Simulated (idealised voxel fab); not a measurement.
A process module follows: voxel tone inversion.
In the cross-section labelled cut, the width is 245 nm and each square cell is 5 nm.
When this document writes out a cross-section, it uses a grid of square cells and lists it as bands, beginning at the top and moving down, with a band standing for one or more rows of cells. A band entry consists of two parts. The first gives the height of the band's top and the height of its bottom, in nm. The rest lists the band's materials from left to right, each with its width in nm. A single material labelled with the word "edge to edge" fills the band from edge to edge, and the word "blank" marks empty space. Height is counted from the level 0, under which the received wafer is composed throughout of one material. The lowest of the bands is not closed at the bottom but continues downward, in the notation "0 -> down". Width spec "30->40" -> top row of cells at first value, bottom row at second value, equal per-row change in between. Where the words "everything unchanged" appear for a step, the cross-section shows no cell changed by that step; every cell remained as before. This entry, "Sealed-off cavities", enumerates those empty regions of no fewer than 8 cells that possess no open connection to the top. Each region is reported in the form width x height at distance, the distance being taken from the left edge, with all three quantities expressed in nm. Heads up: the bit after the settings on a step's line is the simulator's remark on that step. "overlay nm", when on a step's line for a step with a mask, measures how far to the right of its planned place the mask lay; a negative measure means to the left.
## List of planned process steps
- 1: RECEIVE: material Si
- 2: CONFORMAL_DEP: material SiCN, thk nm 5
- 3: DIRECTIONAL_DEP: material polySi, thk nm 15
- 4: PATTERN: tone cover, mask id POSTS, material resist, width nm 20, pitch nm 45, thk nm 20, overlay nm 0
- 5: DIRECTIONAL_ETCH: etch materials polySi, depth nm 15
- 6: STRIP: etch materials resist
- 7: FILL_DEP: material lowk, thk nm 5
- 8: CMP: height nm 10
- 9: STRIP: etch materials polySi
varied across the wafers: height nm of step 8. The plan shows the first wafer's value. All wafers start alike
## First wafer of several, as received: cross-section after step 1
- 0 -> down  Si edge to edge
- Sealed-off cavities: none
## Below is a per-wafer table. In it, each row describes the wafer at the end of the module by giving, for each material, the number of cells gained (+) or lost (-) since the wafer was received, and after that the closed voids of the wafer
height nm 10 | +49 SiCN | +33 lowk | Sealed-off cavities: none
height nm 15 | +49 SiCN | +66 lowk | Sealed-off cavities: none
height nm 20 | +49 SiCN | +99 lowk | Sealed-off cavities: none
height nm 25 | +49 SiCN | +148 lowk | +48 polySi | Sealed-off cavities: none
